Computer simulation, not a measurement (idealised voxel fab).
process module | voxel wiring stack
cross-section cut | 200 nm wide | cells 5 nm
A cross-section is a grid of square cells, given in bands from the top down. A band is one or more rows of cells.
Each band's line starts with the height of the band's top and of its bottom, in nm. Then come its materials from left to right, each with its width in nm. One material with "throughout" fills the band from edge to edge. "air" is empty space.
Height 0 is the level under which the wafer as received is all one material. The lowest band goes on downwards, as in "0 down".
A width such as "30 to 40" changes by the same amount from each row of cells to the next, from the band's top row to its bottom row.
"no change" after a step means that no cell of the cross-section changed.
closed voids: empty space of 8 cells or more with no open way to the top, each as width x height at its distance from the left edge, in nm
after a step's settings: what the simulator itself notes on the step
overlay nm, on a step with a mask: how far to the right of its planned place the mask lay; to the left if negative
plan
1 op RECEIVE | material Si
2 op CONFORMAL_DEP | material SiO2 | thk nm 15
3 op CONFORMAL_DEP | material SiN | thk nm 5
4 op DIRECTIONAL_DEP | material lowk | thk nm 25
5 op DIRECTIONAL_DEP | material aC | thk nm 5
6 op PATTERN | tone open | mask id METAL_1 | material resist | width nm 25 | pitch nm 45 | thk nm 30 | overlay nm 0
7 op DIRECTIONAL_ETCH | etch materials aC | depth nm 10
8 op STRIP | etch materials resist
9 op DIRECTIONAL_ETCH | etch materials lowk | depth nm 25
10 op DIRECTIONAL_ETCH | etch materials SiN | depth nm 5
11 op STRIP | etch materials aC
12 op CONFORMAL_DEP | material TiN | thk nm 5
13 op FILL_DEP | material Ru | thk nm 5
14 op CMP | height nm 45
15 op CONFORMAL_DEP | material SiCN | thk nm 5
16 op DIRECTIONAL_DEP | material SiO2 | thk nm 15
17 op MASKED_ETCH | tone open | mask id PLUG_1 | width nm 15 | pitch nm 45 | etch materials SiO2 | depth nm 15 | overlay nm 0
18 op MASKED_ETCH | tone open | mask id PLUG_1 | width nm 15 | pitch nm 45 | etch materials SiCN | depth nm 5 | overlay nm 0
19 op EPI | material Ru | thk nm 10
20 op EPI | material Ru | thk nm 10
21 op CONFORMAL_DEP | material SiN | thk nm 5
22 op DIRECTIONAL_DEP | material lowk | thk nm 20
23 op MASKED_ETCH | tone open | mask id METAL_2 | width nm 25 | pitch nm 45 | etch materials lowk | depth nm 20 | overlay nm 0
24 op MASKED_ETCH | tone open | mask id METAL_2 | width nm 25 | pitch nm 45 | etch materials SiN | depth nm 5 | overlay nm 0
25 op CONFORMAL_DEP | material TiN | thk nm 5
26 op FILL_DEP | material Ru | thk nm 10
27 op CMP | height nm 90
28 op CONFORMAL_DEP | material SiCN | thk nm 5
29 op DIRECTIONAL_DEP | material SiO2 | thk nm 10
30 op MASKED_ETCH | tone open | mask id PLUG_2 | width nm 15 | etch materials SiO2 | depth nm 10 | overlay nm 0
31 op MASKED_ETCH | tone open | mask id PLUG_2 | width nm 15 | etch materials SiCN | depth nm 5 | overlay nm 0
32 op EPI | material Ru | thk nm 10
33 op EPI | material Ru | thk nm 5
34 op CONFORMAL_DEP | material SiN | thk nm 5
35 op DIRECTIONAL_DEP | material lowk | thk nm 20
36 op DIRECTIONAL_DEP | material aC | thk nm 15
37 op PATTERN | tone open | mask id METAL_3 | material resist | width nm 25 | pitch nm 45 | thk nm 30 | overlay nm 0
38 op DIRECTIONAL_ETCH | etch materials aC | depth nm 15
39 op STRIP | etch materials resist
40 op DIRECTIONAL_ETCH | etch materials lowk | depth nm 20
41 op DIRECTIONAL_ETCH | etch materials SiN | depth nm 5
42 op STRIP | etch materials aC
43 op CONFORMAL_DEP | material TiN | thk nm 5
44 op FILL_DEP | material Ru | thk nm 5
45 op CMP | height nm 130
46 op CONFORMAL_DEP | material SiCN | thk nm 5
varied across the wafers: thk nm of step 5. The plan shows the first wafer's value. All wafers start alike
first wafer as received, after step 1
  0 down: Si throughout
  closed voids: none
first wafer at the end, after step 46
  135 to 130: SiCN throughout
  130 to 110: lowk 65 | TiN 5 | Ru 15 | TiN 5 | lowk 20 | TiN 5 | Ru 15 | TiN 5 | lowk 65
  110 to 105: SiN 65 | TiN 25 | SiN 20 | TiN 25 | SiN 65
  105 to 95: SiO2 65 | Ru 15 | SiO2 120
  95 to 90: SiCN 65 | Ru 15 | SiCN 120
  90 to 70: lowk 65 | TiN 5 | Ru 15 | TiN 5 | lowk 20 | TiN 5 | Ru 15 | TiN 5 | lowk 65
  70 to 65: SiN 65 | TiN 25 | SiN 20 | TiN 25 | SiN 65
  65 to 50: SiO2 65 | Ru 15 | SiO2 30 | Ru 15 | SiO2 75
  50 to 45: SiCN 65 | Ru 15 | SiCN 30 | Ru 15 | SiCN 75
  45 to 20: lowk 65 | TiN 5 | Ru 15 | TiN 5 | lowk 20 | TiN 5 | Ru 15 | TiN 5 | lowk 65
  20 to 15: SiN 65 | TiN 25 | SiN 20 | TiN 25 | SiN 65
  15 to 0: SiO2 throughout
  0 down: Si throughout
  closed voids: none
last wafer at the end
  135 to 130: SiCN throughout
  130 to 110: lowk 65 | TiN 5 | Ru 15 | TiN 5 | lowk 20 | TiN 5 | Ru 15 | TiN 5 | lowk 65
  110 to 105: SiN 65 | TiN 25 | SiN 20 | TiN 25 | SiN 65
  105 to 95: SiO2 65 | Ru 15 | SiO2 120
  95 to 90: SiCN 65 | Ru 15 | SiCN 120
  90 to 70: lowk 65 | TiN 5 | Ru 15 | TiN 5 | lowk 20 | TiN 5 | Ru 15 | TiN 5 | lowk 65
  70 to 65: SiN 65 | TiN 25 | SiN 20 | TiN 25 | SiN 65
  65 to 50: SiO2 65 | SiN 5 | TiN 5 | SiN 5 | SiO2 30 | SiN 5 | TiN 5 | SiN 5 | SiO2 75
  50 to 45: SiCN 65 | SiN 5 | TiN 5 | SiN 5 | SiCN 30 | SiN 5 | TiN 5 | SiN 5 | SiCN 75
  45 to 20: lowk throughout
  20 to 15: SiN throughout
  15 to 0: SiO2 throughout
  0 down: Si throughout
  closed voids: none
each wafer at the end: cells of each material gained (+) or lost (-) since it was received, then its closed voids
thk nm 5 | +111 Ru | +111 SiCN | +90 SiN | +296 SiO2 | +82 TiN | +390 lowk | closed voids: none
thk nm 10 | +111 Ru | +111 SiCN | +90 SiN | +296 SiO2 | +82 TiN | +390 lowk | closed voids: none
thk nm 15 | +57 Ru | +111 SiCN | +116 SiN | +296 SiO2 | +60 TiN | +440 lowk | closed voids: none
thk nm 20 | +57 Ru | +111 SiCN | +116 SiN | +296 SiO2 | +60 TiN | +440 lowk | closed voids: none
thk nm 25 | +57 Ru | +111 SiCN | +116 SiN | +296 SiO2 | +60 TiN | +440 lowk | closed voids: none
